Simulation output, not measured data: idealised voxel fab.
Documented hereafter: the process module known as voxel self aligned vias.
Square cell edge 5 nm, section width 260 nm, ID cut.
Each cross-section below is a grid of square cells, stated as bands in top-down order, with one or more rows of cells making up each band.
What a band's entry tells you: where the top is and where the bottom is, as heights in nm, and after that what lies inside, material by material from left to right, each with its width in nm. Empty space is written as the word "empty", and a single material marked with the word "edge to edge" occupies the band from edge to edge.
Ref level 0: as-received wafer is one material below here. Bottom band extends down with no lower bound ("0..down").
A width such as "30..40" changes by the same amount from each row of cells to the next, from the band's top row to its bottom row.
The designation "changes: none", where it is given for a processing step, indicates that no cell of the cross-section was altered in the course of that step.
Heads up: "Entrapped void list" only lists the empty pockets with no open path to the top that are 8 cells or more, and it writes them as width x height at distance, distance from the left edge, in nm.
Whatever follows a step's settings on its line is a remark the simulator itself makes about that step.
On any step carrying a mask, the "overlay nm" setting, if present on the step's line, tells how far right of its planned place the mask lay; negative values point to the left.
THE STEPS PLANNED FOR THE PROCESS ARE AS FOLLOWS
- 1: RECEIVE [material Si]
- 2: CONFORMAL_DEP [material SiO2] [thk nm 15]
- 3: CONFORMAL_DEP [material SiCN] [thk nm 5]
- 4: DIRECTIONAL_DEP [material lowk] [thk nm 25]
- 5: DIRECTIONAL_DEP [material aC] [thk nm 10]
- 6: PATTERN [tone open] [mask id LINES] [material resist] [width nm 30] [pitch nm 65] [thk nm 25] [overlay nm 0]
- 7: DIRECTIONAL_ETCH [etch materials aC] [depth nm 10]
- 8: STRIP [etch materials resist]
- 9: DIRECTIONAL_ETCH [etch materials lowk] [depth nm 25]
- 10: STRIP [etch materials aC]
- 11: CONFORMAL_DEP [material TiN] [thk nm 5]
- 12: FILL_DEP [material W] [thk nm 5]
- 13: CMP [height nm 45]
- 14: SELECTIVE_ETCH [etch materials W Ru TiN] [depth nm 10]
- 15: FILL_DEP [material SiN] [thk nm 10]
- 16: CMP [height nm 45]
- 17: DIRECTIONAL_DEP [material lowk] [thk nm 15]
- 18: PATTERN [tone open] [mask id VIAS] [material resist] [width nm 50] [pitch nm 65] [thk nm 15] [overlay nm 0]
- 19: DIRECTIONAL_ETCH [etch materials lowk] [depth nm 15]
- 20: DIRECTIONAL_ETCH [etch materials SiN] [depth nm 10]
- 21: STRIP [etch materials resist]
- 22: CONFORMAL_DEP [material TiN] [thk nm 5]
- 23: FILL_DEP [material Ru] [thk nm 10]
- 24: CMP [height nm 60]
- 25: CONFORMAL_DEP [material SiCN] [thk nm 5]
INCOMING WAFER IN CROSS-SECTION (STATE: AFTER STEP 1)
  0..down  Si edge to edge
  Entrapped void list: none
END-OF-MODULE CROSS-SECTION. STARTING STRUCTURE AND PROCESS PLAN AS ABOVE; ONE MISTAKE MADE IN RUNNING IT
  65..60  SiCN edge to edge
  60..40  lowk=70 | TiN=5 | Ru=40 | TiN=5 | lowk=15 | TiN=5 | Ru=40 | TiN=5 | lowk=75
  40..35  lowk=70 | TiN=50 | lowk=15 | TiN=50 | lowk=75
  35..25  lowk=70..80 | TiN=15..5 | W=20 | TiN=15..5 | lowk=15..35 | TiN=15..5 | W=20 | TiN=15..5 | lowk=75..85
  25..20  lowk=80 | TiN=30 | lowk=35 | TiN=30 | lowk=85
  20..15  SiCN edge to edge
  15..0  SiO2 edge to edge
  0..down  Si edge to edge
  Entrapped void list: none
Processing error: step 19 of the plan was performed twice
